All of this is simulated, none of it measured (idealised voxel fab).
Documented hereafter: the process module known as voxel ribs on slabs.
Displayed cross-section: cut, width of 175 nm, square cells sized 5 nm.
Throughout this document, each cross-section is represented as a grid of square cells and is presented as a sequence of bands enumerated from the top downward, where a band comprises one or more rows of cells.
Each band's line starts with the height of the band's top and of its bottom, in nm. Then come its materials from left to right, each with its width in nm. One material with "edge to edge" fills the band from edge to edge. "air" is empty space.
Basically, 0 is our baseline, since under it the wafer straight out of the box is all one material. The bottom band has no lower end and keeps on going down, so it looks like "0 and below".
With a width like "30->40", each row of cells in the band differs from the next by the same amount, the top row carrying the first number and the bottom row the second.
"everything unchanged" for a step: no cell of the cross-section changed in that step.
Empty spaces without an open route to the top, at least 8 cells in extent, make up the entry "Fully enclosed voids"; each is given as width x height at distance, where the distance is measured from the left edge, and all are in nm.
Anything after a step's settings on that line? It's the simulator's own note about the step.
overlay nm, on a step with a mask: how far to the right of its planned place the mask lay; to the left if negative

The process steps that were planned are listed below
1 op RECEIVE | material Si
2 op DIRECTIONAL_DEP | material SiO2 | thk nm 30
3 op DIRECTIONAL_DEP | material SiN | thk nm 20
4 op PATTERN | tone cover | mask id RIB | material resist | width nm 20 | thk nm 20 | overlay nm 0
5 op DIRECTIONAL_ETCH | etch materials SiN | depth nm 15
6 op STRIP | etch materials resist
7 op PATTERN | tone cover | mask id SLAB | material resist | width nm 60 | thk nm 20 | overlay nm 0
8 op DIRECTIONAL_ETCH | etch materials SiN | depth nm 5
9 op STRIP | etch materials resist
10 op FILL_DEP | material SiO2 | thk nm 15
11 op CMP | height nm 60
12 op DIRECTIONAL_DEP | material TiN | thk nm 10
13 op DIRECTIONAL_DEP | material aC | thk nm 10
14 op PATTERN | tone cover | mask id HEATER | material resist | width nm 30 | thk nm 25 | overlay nm 0
15 op DIRECTIONAL_ETCH | etch materials aC | depth nm 10
16 op STRIP | etch materials resist
17 op DIRECTIONAL_ETCH | etch materials TiN | depth nm 10
18 op STRIP | etch materials aC
19 op CONFORMAL_DEP | material SiN | thk nm 5

Wafer, first of two, run as planned

Cross-sectional view of the wafer in its as-received condition, corresponding to the state after step 1
    0 and below = Si edge to edge
    Fully enclosed voids: none

After step 2: wafer cross-section
    30 down to 0 = SiO2 edge to edge
    Below 0, no change.

After step 3: wafer cross-section
    50 down to 30 = SiN edge to edge
    Below 30, no change.

After step 4: wafer cross-section
    70 down to 50 = 75 nm air  20 nm resist  80 nm air
    Below 50, no change.

After step 5: wafer cross-section
    70 down to 50 = 75 nm air  20 nm resist  80 nm air
    50 down to 35 = 75 nm air  20 nm SiN  80 nm air
    Below 35, no change.

After step 6: wafer cross-section
    50 down to 35 = 75 nm air  20 nm SiN  80 nm air
    Below 35, no change.

After step 7: wafer cross-section
    70 down to 50 = 55 nm air  60 nm resist  60 nm air
    50 down to 35 = 55 nm air  20 nm resist  20 nm SiN  20 nm resist  60 nm air
    Below 35, no change.

After step 8: wafer cross-section
    70 down to 50 = 55 nm air  60 nm resist  60 nm air
    50 down to 35 = 55 nm air  20 nm resist  20 nm SiN  20 nm resist  60 nm air
    35 down to 30 = 55 nm air  60 nm SiN  60 nm air
    Below 30, no change.

After step 9: wafer cross-section
    50 down to 35 = 75 nm air  20 nm SiN  80 nm air
    Below 35, no change.

After step 10: wafer cross-section
    65 down to 50 = SiO2 edge to edge
    50 down to 35 = 75 nm SiO2  20 nm SiN  80 nm SiO2
    35 down to 30 = 55 nm SiO2  60 nm SiN  60 nm SiO2
    Below 30, no change.

After step 11: wafer cross-section
    60 down to 50 = SiO2 edge to edge
    Below 50, no change.

After step 12: wafer cross-section
    70 down to 60 = TiN edge to edge
    Below 60, no change.

After step 13: wafer cross-section
    80 down to 70 = aC edge to edge
    Below 70, no change.

After step 14: wafer cross-section
    105 down to 80 = 70 nm air  30 nm resist  75 nm air
    Below 80, no change.

After step 15: wafer cross-section
    95 down to 80 = 70 nm air  30 nm resist  75 nm air
    80 down to 70 = 70 nm air  30 nm aC  75 nm air
    Below 70, no change.

After step 16: wafer cross-section
    80 down to 70 = 70 nm air  30 nm aC  75 nm air
    Below 70, no change.

After step 17: wafer cross-section
    80 down to 70 = 70 nm air  30 nm aC  75 nm air
    70 down to 60 = 70 nm air  30 nm TiN  75 nm air
    Below 60, no change.

After step 18: wafer cross-section
    70 down to 60 = 70 nm air  30 nm TiN  75 nm air
    Below 60, no change.

After step 19: wafer cross-section
    75 down to 70 = 65 nm air  40 nm SiN  70 nm air
    70 down to 65 = 65 nm air  5 nm SiN  30 nm TiN  5 nm SiN  70 nm air
    65 down to 60 = 70 nm SiN  30 nm TiN  75 nm SiN
    Below 60, no change.

Second wafer. Start and plan as for the first. One mistake made in running. Agrees with the first up to and including step 13

Cross-section of the second wafer when, according to plan, step 14 should have finished
    105 down to 80 = 65 nm air  40 nm resist  70 nm air
    Below 80, no change.

Cross-section of the second wafer when, according to plan, step 15 should have finished
    95 down to 80 = 65 nm air  40 nm resist  70 nm air
    80 down to 70 = 65 nm air  40 nm aC  70 nm air
    Below 70, no change.

Cross-section of the second wafer when, according to plan, step 16 should have finished
    80 down to 70 = 65 nm air  40 nm aC  70 nm air
    Below 70, no change.

Cross-section of the second wafer when, according to plan, step 17 should have finished
    80 down to 70 = 65 nm air  40 nm aC  70 nm air
    70 down to 60 = 65 nm air  40 nm TiN  70 nm air
    Below 60, no change.

Cross-section of the second wafer when, according to plan, step 18 should have finished
    70 down to 60 = 65 nm air  40 nm TiN  70 nm air
    Below 60, no change.

Cross-section of the second wafer when, according to plan, step 19 should have finished
    75 down to 70 = 60 nm air  50 nm SiN  65 nm air
    70 down to 65 = 60 nm air  5 nm SiN  40 nm TiN  5 nm SiN  65 nm air
    65 down to 60 = 65 nm SiN  40 nm TiN  70 nm SiN
    Below 60, no change.
Processing error: step 14, actual vs plan mismatch, actual run op PATTERN | tone cover | mask id HEATER | material resist | width nm 40 | thk nm 25 | overlay nm 0
Looking at both finished wafers in cells, the second ends up ahead of or behind the first on some materials: TiN +4
